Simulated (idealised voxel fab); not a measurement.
The process module that follows is named voxel transistor to metal.
cross-section cut | 265 nm wide | cells 5 nm
Format of a cross-section: grid, square cells. Given as bands. Order: top down. Band: one or more rows of cells.
Each band's line starts with the height of the band's top and of its bottom, in nm. Then come its materials from left to right, each with its width in nm. One material with "throughout" fills the band from edge to edge. "air" is empty space.
Counting heights begins at 0, where everything beneath is, in the wafer as received, one material. The lowest band has no bottom; it goes on downwards, as "0 -> down" shows.
With a width like "30->40", each row of cells in the band differs from the next by the same amount, the top row carrying the first number and the bottom row the second.
Reading "remains unaltered" for a step: not a cell of the cross-section changed in it.
What "Enclosed void listing" gives you is every empty space of 8 cells or more that is cut off from the top. Each appears as width x height at distance, with the distance taken from the left edge and width, height and distance all in nm.
Note: text after step settings on the step line = simulator remark on that step.
A step's line can hold "overlay nm"; with a mask on that step, the setting says how far right of the planned place the mask lay, while a negative setting says it lay to the left.
These are the steps we planned for the process:
| 1 | RECEIVE: material Si |
| 2 | CONFORMAL_DEP: material SiO2, thk nm 5 |
| 3 | CONFORMAL_DEP: material SiN, thk nm 15 |
| 4 | MASKED_ETCH: tone cover, mask id ACTIVE, width nm 100, pitch nm 125, etch materials SiN, depth nm 15, overlay nm 0 |
| 5 | MASKED_ETCH: tone cover, mask id ACTIVE, width nm 100, pitch nm 125, etch materials SiO2, depth nm 5, overlay nm 0 |
| 6 | MASKED_ETCH: tone cover, mask id ACTIVE, width nm 100, pitch nm 125, etch materials Si, depth nm 35, overlay nm 0 |
| 7 | OXIDIZE: depth nm 5 |
| 8 | FILL_DEP: material SiO2, thk nm 5 |
| 9 | CMP: height nm 20 |
| 10 | SELECTIVE_ETCH: etch materials SiO2, depth nm 15 |
| 11 | STRIP: etch materials SiN |
| 12 | SELECTIVE_ETCH: etch materials SiO2, depth nm 5 |
| 13 | OXIDIZE: depth nm 5 |
| 14 | DIRECTIONAL_DEP: material polySi, thk nm 20 |
| 15 | DIRECTIONAL_DEP: material SiCN, thk nm 15 |
| 16 | MASKED_ETCH: tone cover, mask id GATE, width nm 20, pitch nm 125, etch materials SiCN, depth nm 25, overlay nm 0 |
| 17 | MASKED_ETCH: tone cover, mask id GATE, width nm 20, pitch nm 125, etch materials polySi, depth nm 30, overlay nm 0 |
| 18 | CONFORMAL_DEP: material SiN, thk nm 10 |
| 19 | DIRECTIONAL_ETCH: etch materials SiN, depth nm 10 |
| 20 | DIRECTIONAL_ETCH: etch materials SiO2, depth nm 5 |
| 21 | EPI: material pSi, thk nm 5 |
| 22 | FILL_DEP: material SiO2, thk nm 5 |
| 23 | CMP: height nm 35 |
| 24 | DIRECTIONAL_DEP: material SiO2, thk nm 15 |
| 25 | DIRECTIONAL_DEP: material aC, thk nm 10 |
| 26 | PATTERN: tone open, mask id CONTACT, material resist, width nm 30, thk nm 25, overlay nm 0 |
| 27 | DIRECTIONAL_ETCH: etch materials aC, depth nm 10 |
| 28 | STRIP: etch materials resist |
| 29 | DIRECTIONAL_ETCH: etch materials SiO2, depth nm 50 |
| 30 | STRIP: etch materials aC |
| 31 | CONFORMAL_DEP: material TiN, thk nm 5 |
| 32 | FILL_DEP: material Ru, thk nm 10 |
| 33 | CMP: height nm 50 |
| 34 | DIRECTIONAL_DEP: material TiN, thk nm 5 |
| 35 | DIRECTIONAL_DEP: material Ru, thk nm 20 |
| 36 | PATTERN: tone cover, mask id METAL_1, material resist, width nm 15, thk nm 15, overlay nm 0 |
| 37 | DIRECTIONAL_ETCH: etch materials Ru, depth nm 20 |
| 38 | DIRECTIONAL_ETCH: etch materials TiN, depth nm 5 |
| 39 | STRIP: etch materials resist |
| 40 | FILL_DEP: material SiO2, thk nm 5 |
| 41 | CMP: height nm 75 |
| 42 | CONFORMAL_DEP: material SiCN, thk nm 5 |
| 43 | DIRECTIONAL_DEP: material SiO2, thk nm 35 |
| 44 | DIRECTIONAL_DEP: material aC, thk nm 15 |
| 45 | PATTERN: tone open, mask id METAL_2, material resist, width nm 15, pitch nm 125, thk nm 30, overlay nm 0 |
| 46 | DIRECTIONAL_ETCH: etch materials aC, depth nm 15 |
| 47 | STRIP: etch materials resist |
| 48 | DIRECTIONAL_ETCH: etch materials SiO2, depth nm 20 |
| 49 | STRIP: etch materials aC |
| 50 | DIRECTIONAL_DEP: material aC, thk nm 10 |
| 51 | PATTERN: tone open, mask id METAL_2_HOLES, material resist, width nm 15, pitch nm 125, thk nm 25, overlay nm 0 |
| 52 | DIRECTIONAL_ETCH: etch materials aC, depth nm 10 |
| 53 | STRIP: etch materials resist |
| 54 | DIRECTIONAL_ETCH: etch materials SiO2, depth nm 15 |
| 55 | DIRECTIONAL_ETCH: etch materials SiCN, depth nm 5 |
| 56 | STRIP: etch materials aC |
| 57 | CONFORMAL_DEP: material TiN, thk nm 5 |
| 58 | FILL_DEP: material Cu, thk nm 10 |
| 59 | CMP: height nm 115 |
| 60 | CONFORMAL_DEP: material SiCN, thk nm 5 |
Cross-section of the wafer at receipt, which is the condition after step 1:
    0 -> down: Si throughout
    Enclosed void listing: none
First of two wafers: cross-section at end of module, run per plan:
    120 -> 115: SiCN throughout
    115 -> 80: 25 of SiO2 / 5 of TiN / 5 of Cu / 5 of TiN / 110 of SiO2 / 5 of TiN / 5 of Cu / 5 of TiN / 100 of SiO2
    80 -> 75: 25 of SiCN / 15 of TiN / 110 of SiCN / 15 of TiN / 100 of SiCN
    75 -> 55: 25 of SiO2 / 15 of Ru / 60 of SiO2 / 15 of Ru / 35 of SiO2 / 15 of Ru / 60 of SiO2 / 15 of Ru / 25 of SiO2
    55 -> 50: 25 of SiO2 / 15 of TiN / 60 of SiO2 / 15 of TiN / 35 of SiO2 / 15 of TiN / 60 of SiO2 / 15 of TiN / 25 of SiO2
    50 -> 40: 25 of SiO2 / 5 of TiN / 20 of Ru / 5 of TiN / 30 of SiO2 / 5 of TiN / 20 of Ru / 5 of TiN / 35 of SiO2 / 5 of TiN / 20 of Ru / 5 of TiN / 30 of SiO2 / 5 of TiN / 20 of Ru / 5 of TiN / 25 of SiO2
    40 -> 35: 25 of SiO2 / 5 of TiN / 15 of Ru / 10 of TiN / 30 of SiO2 / 10 of TiN / 15 of Ru / 5 of TiN / 35 of SiO2 / 5 of TiN / 15 of Ru / 10 of TiN / 30 of SiO2 / 10 of TiN / 15 of Ru / 5 of TiN / 25 of SiO2
    35 -> 20: 25 of SiO2 / 5 of TiN / 15 of Ru / 5 of TiN / 10 of SiN / 20 of SiCN / 10 of SiN / 5 of TiN / 15 of Ru / 5 of TiN / 35 of SiO2 / 5 of TiN / 15 of Ru / 5 of TiN / 10 of SiN / 20 of SiCN / 10 of SiN / 5 of TiN / 15 of Ru / 5 of TiN / 25 of SiO2
    20 -> 5: 25 of SiO2 / 5 of TiN / 15 of Ru / 5 of TiN / 10 of SiN / 20 of polySi / 10 of SiN / 5 of TiN / 15 of Ru / 5 of TiN / 35 of SiO2 / 5 of TiN / 15 of Ru / 5 of TiN / 10 of SiN / 20 of polySi / 10 of SiN / 5 of TiN / 15 of Ru / 5 of TiN / 25 of SiO2
    5 -> 0: 25 of SiO2 / 25 of TiN / 10 of SiN / 20 of polySi / 10 of SiN / 25 of TiN / 35 of SiO2 / 25 of TiN / 10 of SiN / 20 of polySi / 10 of SiN / 25 of TiN / 25 of SiO2
    0 -> -5: 20 of SiO2 / 30 of pSi / 40 of SiO2 / 30 of pSi / 25 of SiO2 / 30 of pSi / 40 of SiO2 / 30 of pSi / 20 of SiO2
    -5 -> -40: 25 of SiO2 / 90 of Si / 35 of SiO2 / 90 of Si / 25 of SiO2
    -40 -> down: Si throughout
    Enclosed void listing: none
Second wafer at the end: like start, like plan, one mistake:
    120 -> 115: SiCN throughout
    115 -> 80: 25 of SiO2 / 5 of TiN / 5 of Cu / 5 of TiN / 110 of SiO2 / 5 of TiN / 5 of Cu / 5 of TiN / 100 of SiO2
    80 -> 75: 25 of SiCN / 15 of TiN / 110 of SiCN / 15 of TiN / 100 of SiCN
    75 -> 55: 25 of SiO2 / 15 of Ru / 60 of SiO2 / 15 of Ru / 35 of SiO2 / 15 of Ru / 60 of SiO2 / 15 of Ru / 25 of SiO2
    55 -> 50: 25 of SiO2 / 15 of TiN / 60 of SiO2 / 15 of TiN / 35 of SiO2 / 15 of TiN / 60 of SiO2 / 15 of TiN / 25 of SiO2
    50 -> 40: 25 of SiO2 / 5 of TiN / 20 of Ru / 5 of TiN / 30 of SiO2 / 5 of TiN / 20 of Ru / 5 of TiN / 35 of SiO2 / 5 of TiN / 20 of Ru / 5 of TiN / 30 of SiO2 / 5 of TiN / 20 of Ru / 5 of TiN / 25 of SiO2
    40 -> 35: 25 of SiO2 / 5 of TiN / 15 of Ru / 10 of TiN / 30 of SiO2 / 10 of TiN / 15 of Ru / 5 of TiN / 35 of SiO2 / 5 of TiN / 15 of Ru / 10 of TiN / 30 of SiO2 / 10 of TiN / 15 of Ru / 5 of TiN / 25 of SiO2
    35 -> 25: 25 of SiO2 / 5 of TiN / 15 of Ru / 5 of TiN / 10 of SiN / 20 of SiCN / 10 of SiN / 5 of TiN / 15 of Ru / 5 of TiN / 35 of SiO2 / 5 of TiN / 15 of Ru / 5 of TiN / 10 of SiN / 20 of SiCN / 10 of SiN / 5 of TiN / 15 of Ru / 5 of TiN / 25 of SiO2
    25 -> 10: 25 of SiO2 / 5 of TiN / 15 of Ru / 5 of TiN / 10 of SiN / 20 of polySi / 10 of SiN / 5 of TiN / 15 of Ru / 5 of TiN / 35 of SiO2 / 5 of TiN / 15 of Ru / 5 of TiN / 10 of SiN / 20 of polySi / 10 of SiN / 5 of TiN / 15 of Ru / 5 of TiN / 25 of SiO2
    10 -> 5: 25 of SiO2 / 25 of TiN / 10 of SiN / 20 of polySi / 10 of SiN / 25 of TiN / 35 of SiO2 / 25 of TiN / 10 of SiN / 20 of polySi / 10 of SiN / 25 of TiN / 25 of SiO2
    5 -> 0: 15 of SiO2 / 10 of SiN / 25 of pSi / 40 of SiO2 / 25 of pSi / 10 of SiN / 15 of SiO2 / 10 of SiN / 25 of pSi / 40 of SiO2 / 25 of pSi / 10 of SiN / 15 of SiO2
    0 -> -40: 25 of SiO2 / 90 of Si / 35 of SiO2 / 90 of Si / 25 of SiO2
    -40 -> down: Si throughout
    Enclosed void listing: none
Heads up, the wafer didn't run the way we planned it: the intended sequence of steps 11 and 12 was reversed during processing, with each occupying the position of the other
At the finish, the second wafer shows more or fewer cells for some materials than the first does: Ru -12 | Si +36 | SiCN -8 | SiO2 -4 | TiN -8 | pSi -4
